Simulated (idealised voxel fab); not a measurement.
Presented below is a process module, voxel capacitor over wiring.
Square cells of 5 nm make up the cross-section cut, whose width is 185 nm.
Square cells in a grid make up a cross-section in this document, and the grid is given as bands, listed from the top down, each one or more rows of cells.
Per band: top height and bottom height in nm, followed by the left-to-right materials and their widths in nm; "everywhere" marks a single material spanning edge to edge, "air" marks empty space.
Zero point of the height axis is 0; under it, received wafer = one material. Lowest band: continues down indefinitely, "0 and below".
A width such as "30 to 40" changes by the same amount from each row of cells to the next, from the band's top row to its bottom row.
For the purposes of this document, the phrase "remained the same" attached to a step denotes that no cell within the cross-section was modified by that step.
Enclosed voids (no open way to top), threshold 8 cells or more, entry "Tabulated closed voids", notation width x height at distance, distance from left edge, nm.
Post-settings text on a step line: simulator's own remark regarding the step.
overlay nm: on a step with a mask, how far right of its planned place the mask lay; negative means left.
Planned step list for the process
step 1: RECEIVE | material Si
step 2: CONFORMAL_DEP | material SiO2 | thk nm 10
step 3: DIRECTIONAL_DEP | material TiN | thk nm 5
step 4: DIRECTIONAL_DEP | material Ru | thk nm 15
step 5: PATTERN | tone cover | mask id METAL_1 | material resist | width nm 20 | pitch nm 80 | thk nm 15 | overlay nm 0
step 6: DIRECTIONAL_ETCH | etch materials Ru | depth nm 15
step 7: DIRECTIONAL_ETCH | etch materials TiN | depth nm 5
step 8: STRIP | etch materials resist
step 9: FILL_DEP | material lowk | thk nm 10
step 10: CMP | height nm 30
step 11: CONFORMAL_DEP | material SiCN | thk nm 5
step 12: DIRECTIONAL_DEP | material SiO2 | thk nm 10
step 13: DIRECTIONAL_DEP | material aC | thk nm 10
step 14: PATTERN | tone open | mask id PLUG_1 | material resist | width nm 15 | thk nm 30 | overlay nm 0
step 15: DIRECTIONAL_ETCH | etch materials aC | depth nm 10
step 16: STRIP | etch materials resist
step 17: DIRECTIONAL_ETCH | etch materials SiO2 | depth nm 10
step 18: DIRECTIONAL_ETCH | etch materials SiCN | depth nm 5
step 19: STRIP | etch materials aC
step 20: EPI | material Ru | thk nm 10
step 21: EPI | material Ru | thk nm 5
step 22: DIRECTIONAL_DEP | material TiN | thk nm 5
step 23: DIRECTIONAL_DEP | material SiN | thk nm 5
step 24: DIRECTIONAL_DEP | material TiN | thk nm 10
step 25: DIRECTIONAL_DEP | material aC | thk nm 15
step 26: PATTERN | tone cover | mask id UPPER_PLATE | material resist | width nm 65 | thk nm 30 | overlay nm 0
step 27: DIRECTIONAL_ETCH | etch materials aC | depth nm 15
step 28: STRIP | etch materials resist
step 29: DIRECTIONAL_ETCH | etch materials TiN | depth nm 10
step 30: DIRECTIONAL_ETCH | etch materials SiN | depth nm 5
step 31: STRIP | etch materials aC
step 32: PATTERN | tone cover | mask id LOWER_PLATE | material resist | width nm 75 | thk nm 15 | overlay nm 0
step 33: DIRECTIONAL_ETCH | etch materials TiN | depth nm 5
step 34: STRIP | etch materials resist
step 35: FILL_DEP | material SiO2 | thk nm 20
step 36: CMP | height nm 80
step 37: PATTERN | tone open | mask id PLUG_2 | material resist | width nm 15 | thk nm 15 | overlay nm 0
step 38: DIRECTIONAL_ETCH | etch materials SiO2 | depth nm 15
step 39: STRIP | etch materials resist
step 40: CONFORMAL_DEP | material TiN | thk nm 5
step 41: FILL_DEP | material W | thk nm 5
step 42: CMP | height nm 80
step 43: CONFORMAL_DEP | material SiN | thk nm 5
Quick note for whoever runs this: the wafers start identical, but the width nm at step 37 isn't the same across them. The plan just shows what the first wafer had.
Cross-sectional view of the first of several wafers in the as-received condition, corresponding to the state following step 1
- 0 and below: Si everywhere
- Tabulated closed voids: none
Depicted here is the first of several wafers in cross-section, at module completion following the last step, step 43
- 85 down to 80: SiN everywhere
- 80 down to 70: SiO2: 55 / TiN: 5 / W: 5 / TiN: 5 / SiO2: 115
- 70 down to 65: SiO2: 55 / TiN: 15 / SiO2: 115
- 65 down to 55: SiO2: 45 / TiN: 65 / SiO2: 75
- 55 down to 50: SiO2: 45 / SiN: 65 / SiO2: 75
- 50 down to 45: SiO2: 40 / TiN: 75 / SiO2: 70
- 45 down to 35: SiO2: 45 / Ru: 15 / SiO2: 125
- 35 down to 30: SiCN: 45 / Ru: 15 / SiCN: 125
- 30 down to 15: lowk: 40 / Ru: 20 / lowk: 60 / Ru: 20 / lowk: 45
- 15 down to 10: lowk: 40 / TiN: 20 / lowk: 60 / TiN: 20 / lowk: 45
- 10 down to 0: SiO2 everywhere
- 0 and below: Si everywhere
- Tabulated closed voids: none
Cross-section of the final wafer among several, taken at the end of the module
- 85 down to 80: SiN everywhere
- 80 down to 70: SiO2: 50 / TiN: 5 / W: 20 / TiN: 5 / SiO2: 105
- 70 down to 65: SiO2: 50 / TiN: 30 / SiO2: 105
- 65 down to 55: SiO2: 45 / TiN: 65 / SiO2: 75
- 55 down to 50: SiO2: 45 / SiN: 65 / SiO2: 75
- 50 down to 45: SiO2: 40 / TiN: 75 / SiO2: 70
- 45 down to 35: SiO2: 45 / Ru: 15 / SiO2: 125
- 35 down to 30: SiCN: 45 / Ru: 15 / SiCN: 125
- 30 down to 15: lowk: 40 / Ru: 20 / lowk: 60 / Ru: 20 / lowk: 45
- 15 down to 10: lowk: 40 / TiN: 20 / lowk: 60 / TiN: 20 / lowk: 45
- 10 down to 0: SiO2 everywhere
- 0 and below: Si everywhere
- Tabulated closed voids: none
The following table contains a row per wafer, in which are reported, at the conclusion of the module, the cells of each material gained (+) or lost (-) since the wafer's receipt, with its closed voids given thereafter
width nm 15, +33 Ru, +34 SiCN, +50 SiN, +338 SiO2, +56 TiN, +2 W, +116 lowk, Tabulated closed voids: none
width nm 20, +33 Ru, +34 SiCN, +50 SiN, +335 SiO2, +57 TiN, +4 W, +116 lowk, Tabulated closed voids: none
width nm 25, +33 Ru, +34 SiCN, +50 SiN, +332 SiO2, +58 TiN, +6 W, +116 lowk, Tabulated closed voids: none
width nm 30, +33 Ru, +34 SiCN, +50 SiN, +329 SiO2, +59 TiN, +8 W, +116 lowk, Tabulated closed voids: none
